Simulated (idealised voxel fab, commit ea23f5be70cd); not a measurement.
Process module heading - voxel capacitor over wiring
The cross-section shown here is cut; it is 185 nm wide and divided into square cells measuring 5 nm on a side.
For the purposes of this document, a cross-section shall be understood as a grid of square cells, specified as bands listed in top-to-bottom order, each band consisting of one or more rows of cells. The band entry comprises the height of the band's top followed by the height of its bottom, expressed in nm, and subsequently the band's materials from left to right, each stated together with its width in nm. Where a single material is marked with the word "throughout", that material fills the band from edge to edge. The word "air" represents empty space. We count height from 0. Below that, the starting wafer is all one material. The lowest band never ends at the bottom but goes on down; see "0 and below" for how that is written. Graded width ("30..40"): value in top row of band = first number; value in bottom row = second number; row-to-row change constant. Where the words "no change occurred" appear for a step, the cross-section shows no cell changed by that step; every cell remained as before. "Completely enclosed voids" contains a list of empty spaces, each no smaller than 8 cells and without an open way to the top, written in the form width x height at distance with the distance from the left edge and all three in nm. Read whatever lies past the settings on a step's line as the simulator's own remark about the step. If you see "overlay nm" on a step's line and that step has a mask, it's telling you how far right of where it was planned the mask ended up; a negative number means it went left instead.

THE PROCESS STEPS THAT WERE PLANNED ARE LISTED BELOW
1) RECEIVE | material Si
2) CONFORMAL_DEP | material SiO2 | thk nm 15
3) CONFORMAL_DEP | material SiCN | thk nm 5
4) DIRECTIONAL_DEP | material lowk | thk nm 20
5) DIRECTIONAL_DEP | material aC | thk nm 15
6) PATTERN | tone open | mask id METAL_1 | material resist | width nm 20 | pitch nm 75 | thk nm 35 | overlay nm 0
7) DIRECTIONAL_ETCH | etch materials aC | depth nm 15
8) STRIP | etch materials resist
9) DIRECTIONAL_ETCH | etch materials lowk | depth nm 20
10) DIRECTIONAL_ETCH | etch materials SiCN | depth nm 5
11) STRIP | etch materials aC
12) CONFORMAL_DEP | material TiN | thk nm 5
13) FILL_DEP | material W | thk nm 5
14) CMP | height nm 40
15) CONFORMAL_DEP | material SiCN | thk nm 5
16) DIRECTIONAL_DEP | material SiO2 | thk nm 15
17) PATTERN | tone open | mask id PLUG_1 | material resist | width nm 15 | thk nm 20 | overlay nm 0
18) DIRECTIONAL_ETCH | etch materials SiO2 | depth nm 15
19) DIRECTIONAL_ETCH | etch materials SiCN | depth nm 5
20) STRIP | etch materials resist
21) EPI | material Ru | thk nm 10
22) EPI | material Ru | thk nm 10
23) DIRECTIONAL_DEP | material TiN | thk nm 5
24) DIRECTIONAL_DEP | material Al2O3 | thk nm 5
25) DIRECTIONAL_DEP | material TiN | thk nm 5
26) DIRECTIONAL_DEP | material aC | thk nm 15
27) PATTERN | tone cover | mask id UPPER_PLATE | material resist | width nm 60 | thk nm 30 | overlay nm 0
28) DIRECTIONAL_ETCH | etch materials aC | depth nm 15
29) STRIP | etch materials resist
30) DIRECTIONAL_ETCH | etch materials TiN | depth nm 5
31) DIRECTIONAL_ETCH | etch materials Al2O3 | depth nm 5
32) STRIP | etch materials aC
33) PATTERN | tone cover | mask id LOWER_PLATE | material resist | width nm 70 | thk nm 20 | overlay nm 0
34) DIRECTIONAL_ETCH | etch materials TiN | depth nm 5
35) STRIP | etch materials resist
36) FILL_DEP | material SiO2 | thk nm 15
37) CMP | height nm 85
38) MASKED_ETCH | tone open | mask id PLUG_2 | width nm 15 | etch materials SiO2 | depth nm 10 | overlay nm 0
39) CONFORMAL_DEP | material TiN | thk nm 5
40) FILL_DEP | material Ru | thk nm 5
41) CMP | height nm 85
42) CONFORMAL_DEP | material SiN | thk nm 5

INCOMING WAFER, CROSS-SECTIONAL VIEW, POST STEP 1
	0 and below = Si throughout
	Completely enclosed voids: none

SECTIONED VIEW, FIRST OF TWO WAFERS, AT THE CLOSE OF THE MODULE, PROCESSED AS INTENDED IN THE PLAN
	90 down to 85 = SiN throughout
	85 down to 80 = SiO2=60 | TiN=5 | Ru=5 | TiN=5 | SiO2=110
	80 down to 70 = SiO2=60..50 | TiN=15..60 | SiO2=110..75
	70 down to 65 = SiO2=50 | Al2O3=60 | SiO2=75
	65 down to 60 = SiO2=45 | TiN=70 | SiO2=70
	60 down to 45 = SiO2=50 | Ru=15 | SiO2=120
	45 down to 40 = SiCN=50 | Ru=15 | SiCN=120
	40 down to 20 = lowk=45 | TiN=5 | W=10 | TiN=5 | lowk=55 | TiN=5 | W=10 | TiN=5 | lowk=45
	20 down to 15 = SiCN=45 | TiN=20 | SiCN=55 | TiN=20 | SiCN=45
	15 down to 0 = SiO2 throughout
	0 and below = Si throughout
	Completely enclosed voids: none

WAFER TWO, SECTIONED AFTER THE MODULE: THE FIRST WAFER'S START, THE FIRST WAFER'S PLAN, AND ONE MISTAKE IN HOW IT WAS RUN
	90 down to 85 = SiN throughout
	85 down to 80 = SiO2=60 | TiN=5 | Ru=5 | TiN=5 | SiO2=110
	80 down to 75 = SiO2=60 | TiN=15 | SiO2=110
	75 down to 70 = SiO2 throughout
	70 down to 65 = SiO2=50 | TiN=60 | SiO2=75
	65 down to 60 = SiO2=50 | Al2O3=60 | SiO2=75
	60 down to 45 = SiO2=50 | Ru=15 | SiO2=120
	45 down to 40 = SiCN=50 | Ru=15 | SiCN=120
	40 down to 20 = lowk=45 | TiN=5 | W=10 | TiN=5 | lowk=55 | TiN=5 | W=10 | TiN=5 | lowk=45
	20 down to 15 = SiCN=45 | TiN=20 | SiCN=55 | TiN=20 | SiCN=45
	15 down to 0 = SiO2 throughout
	0 and below = Si throughout
	Completely enclosed voids: none
Which mistake was made when the wafer was run? the plan's step 23 went unexecuted, having been skipped
Cell-count delta at end, second wafer over first, by material: SiO2: 14 more; TiN: 14 fewer
